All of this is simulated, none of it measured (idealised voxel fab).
A process module follows: voxel self aligned contacts.
Section cut is 255 nm wide and gridded with 5 nm square cells.
Think of the cross-section as a grid of square cells. We describe it in bands, top to bottom, and each band covers one or more rows of those cells.
First you get the band's top height and its bottom height, in nm, and then the materials it's made of, left to right, with each width in nm. If you see a single material with "all across", that one covers the band edge to edge. "empty" is empty space.
Measure heights from 0. That's the level where, below it, the as-received wafer is all one material. The lowest band is bottomless and extends downward; write it as in "0 and below".
With a width like "30..40", each row of cells in the band differs from the next by the same amount, the top row carrying the first number and the bottom row the second.
"everything unchanged" means the step left every cell of the cross-section as it was.
Heads up: "Closed void catalog" only lists the empty pockets with no open path to the top that are 8 cells or more, and it writes them as width x height at distance, distance from the left edge, in nm.
That trailing text on a step's line, after the settings, is the simulator's own remark on the step.
For masked steps, "overlay nm" on the step line gives how far right of plan the mask actually lay; a minus sign means it lay to the left.
-- Process steps (planned)
| 1 | RECEIVE | material Si |
| 2 | OXIDIZE | depth nm 5 |
| 3 | DIRECTIONAL_DEP | material polySi | thk nm 20 |
| 4 | DIRECTIONAL_DEP | material SiN | thk nm 20 |
| 5 | DIRECTIONAL_DEP | material aC | thk nm 10 |
| 6 | PATTERN | tone cover | mask id GATE | material resist | width nm 25 | pitch nm 60 | thk nm 30 | overlay nm 0 |
| 7 | DIRECTIONAL_ETCH | etch materials aC | depth nm 10 |
| 8 | STRIP | etch materials resist |
| 9 | DIRECTIONAL_ETCH | etch materials SiN | depth nm 20 |
| 10 | DIRECTIONAL_ETCH | etch materials polySi | depth nm 20 |
| 11 | STRIP | etch materials aC |
| 12 | CONFORMAL_DEP | material SiN | thk nm 5 |
| 13 | DIRECTIONAL_ETCH | etch materials SiN | depth nm 5 |
| 14 | FILL_DEP | material SiO2 | thk nm 15 |
| 15 | CMP | height nm 45 |
| 16 | DIRECTIONAL_DEP | material aC | thk nm 10 |
| 17 | PATTERN | tone open | mask id CONTACT | material resist | width nm 35 | pitch nm 60 | thk nm 25 | overlay nm 0 |
| 18 | DIRECTIONAL_ETCH | etch materials aC | depth nm 10 |
| 19 | STRIP | etch materials resist |
| 20 | DIRECTIONAL_ETCH | etch materials SiO2 | depth nm 50 |
| 21 | STRIP | etch materials aC |
| 22 | CONFORMAL_DEP | material TiN | thk nm 5 |
| 23 | FILL_DEP | material W | thk nm 10 |
| 24 | CMP | height nm 45 |
| 25 | CONFORMAL_DEP | material SiCN | thk nm 5 |
Where the wafers of this document differ is in the width nm of step 6; they start out the same, and the plan states the value that applied to the first wafer.
-- After step 1, as received: first of several wafers, cross-section
  0 and below = Si all across
  Closed void catalog: none
-- Rows = wafers. At module end, each row lists per material the cells gained (+) or lost (-) since the wafer was received, then the closed voids
width nm 25; -51 Si; +51 SiCN; +108 SiN; +238 SiO2; +50 TiN; +54 W; +60 polySi; Closed void catalog: none
width nm 30; -51 Si; +51 SiCN; +120 SiN; +232 SiO2; +50 TiN; +36 W; +72 polySi; Closed void catalog: none
width nm 35; -51 Si; +51 SiCN; +132 SiN; +226 SiO2; +50 TiN; +18 W; +84 polySi; Closed void catalog: none
width nm 40; -51 Si; +51 SiCN; +144 SiN; +220 SiO2; +50 TiN; +96 polySi; Closed void catalog: none
width nm 45; -51 Si; +51 SiCN; +156 SiN; +214 SiO2; +32 TiN; +108 polySi; Closed void catalog: none
